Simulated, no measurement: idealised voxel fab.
process module | voxel transistor to metal
cross-section cut | 285 nm wide | cells 5 nm
A cross-section is a grid of square cells, given in bands from the top down. A band is one or more rows of cells.
Each band's line starts with the height of the band's top and of its bottom, in nm. Then come its materials from left to right, each with its width in nm. One material with "throughout" fills the band from edge to edge. "air" is empty space.
Height 0 is the level under which the wafer as received is all one material. The lowest band goes on downwards, as in "0 down".
A width such as "30 to 40" changes by the same amount from each row of cells to the next, from the band's top row to its bottom row.
"no change" after a step means that no cell of the cross-section changed.
closed voids: empty space of 8 cells or more with no open way to the top, each as width x height at its distance from the left edge, in nm
after a step's settings: what the simulator itself notes on the step
overlay nm, on a step with a mask: how far to the right of its planned place the mask lay; to the left if negative
plan
1 op RECEIVE | material Si
2 op CONFORMAL_DEP | material SiO2 | thk nm 5
3 op CONFORMAL_DEP | material SiN | thk nm 10
4 op DIRECTIONAL_DEP | material aC | thk nm 10
5 op PATTERN | tone cover | mask id ACTIVE | material resist | width nm 90 | pitch nm 115 | thk nm 25 | overlay nm 0
6 op DIRECTIONAL_ETCH | etch materials aC | depth nm 10
7 op STRIP | etch materials resist
8 op DIRECTIONAL_ETCH | etch materials SiN | depth nm 10
9 op DIRECTIONAL_ETCH | etch materials SiO2 | depth nm 5
10 op DIRECTIONAL_ETCH | etch materials Si | depth nm 25
11 op STRIP | etch materials aC
12 op FILL_DEP | material SiO2 | thk nm 10
13 op CMP | height nm 15
14 op SELECTIVE_ETCH | etch materials SiO2 | depth nm 10
15 op STRIP | etch materials SiN
16 op SELECTIVE_ETCH | etch materials SiO2 | depth nm 5
17 op OXIDIZE | depth nm 5
18 op DIRECTIONAL_DEP | material polySi | thk nm 30
19 op DIRECTIONAL_DEP | material SiCN | thk nm 15
20 op PATTERN | tone cover | mask id GATE | material resist | width nm 20 | pitch nm 115 | thk nm 20 | overlay nm 0
21 op DIRECTIONAL_ETCH | etch materials SiCN | depth nm 25
22 op DIRECTIONAL_ETCH | etch materials polySi | depth nm 40
23 op STRIP | etch materials resist
24 op CONFORMAL_DEP | material SiO2 | thk nm 5
25 op DIRECTIONAL_ETCH | etch materials SiO2 | depth nm 5
26 op CONFORMAL_DEP | material SiN | thk nm 5
27 op DIRECTIONAL_ETCH | etch materials SiN | depth nm 5
28 op DIRECTIONAL_ETCH | etch materials SiO2 | depth nm 5
29 op DIRECTIONAL_ETCH | etch materials Si | depth nm 10
30 op EPI | material SiGe | thk nm 15
31 op FILL_DEP | material SiO2 | thk nm 5
32 op CMP | height nm 45
33 op DIRECTIONAL_DEP | material SiO2 | thk nm 15
34 op PATTERN | tone open | mask id CONTACT | material resist | width nm 15 | thk nm 20 | overlay nm 0
35 op DIRECTIONAL_ETCH | etch materials SiO2 | depth nm 60
36 op STRIP | etch materials resist
37 op CONFORMAL_DEP | material TiN | thk nm 5
38 op FILL_DEP | material Ru | thk nm 10
39 op CMP | height nm 60
40 op CONFORMAL_DEP | material SiCN | thk nm 5
41 op DIRECTIONAL_DEP | material lowk | thk nm 15
42 op PATTERN | tone open | mask id METAL_1 | material resist | width nm 15 | thk nm 15 | overlay nm 0
43 op DIRECTIONAL_ETCH | etch materials lowk | depth nm 15
44 op DIRECTIONAL_ETCH | etch materials SiCN | depth nm 5
45 op STRIP | etch materials resist
46 op CONFORMAL_DEP | material TiN | thk nm 5
47 op FILL_DEP | material W | thk nm 5
48 op CMP | height nm 80
49 op CONFORMAL_DEP | material SiCN | thk nm 5
50 op DIRECTIONAL_DEP | material lowk | thk nm 30
51 op DIRECTIONAL_DEP | material aC | thk nm 15
52 op PATTERN | tone open | mask id METAL_2 | material resist | width nm 15 | pitch nm 115 | thk nm 30 | overlay nm 0
53 op DIRECTIONAL_ETCH | etch materials aC | depth nm 15
54 op STRIP | etch materials resist
55 op DIRECTIONAL_ETCH | etch materials lowk | depth nm 20
56 op STRIP | etch materials aC
57 op PATTERN | tone open | mask id METAL_2_HOLES | material resist | width nm 15 | pitch nm 115 | thk nm 20 | overlay nm 0
58 op DIRECTIONAL_ETCH | etch materials lowk | depth nm 10
59 op DIRECTIONAL_ETCH | etch materials SiCN | depth nm 5
60 op STRIP | etch materials resist
61 op CONFORMAL_DEP | material TiN | thk nm 5
62 op FILL_DEP | material Cu | thk nm 5
63 op CMP | height nm 115
64 op CONFORMAL_DEP | material SiN | thk nm 5
varied across the wafers: depth nm of step 16. The plan shows the first wafer's value. All wafers start alike
first wafer as received, after step 1
  0 down: Si throughout
  closed voids: none
each wafer at the end: cells of each material gained (+) or lost (-) since it was received, then its closed voids
depth nm 5 | +12 Cu | +36 Ru | -181 Si | +120 SiCN | +88 SiGe | +93 SiN | +541 SiO2 | +158 TiN | +12 W | +441 lowk | +48 polySi | closed voids: none
depth nm 10 | +12 Cu | +36 Ru | -177 Si | +120 SiCN | +92 SiGe | +97 SiN | +533 SiO2 | +154 TiN | +12 W | +441 lowk | +48 polySi | closed voids: none
depth nm 15 | +12 Cu | +36 Ru | -181 Si | +120 SiCN | +76 SiGe | +101 SiN | +545 SiO2 | +158 TiN | +12 W | +441 lowk | +48 polySi | closed voids: none
depth nm 20 | +12 Cu | +36 Ru | -185 Si | +120 SiCN | +76 SiGe | +105 SiN | +545 SiO2 | +158 TiN | +12 W | +441 lowk | +48 polySi | closed voids: none
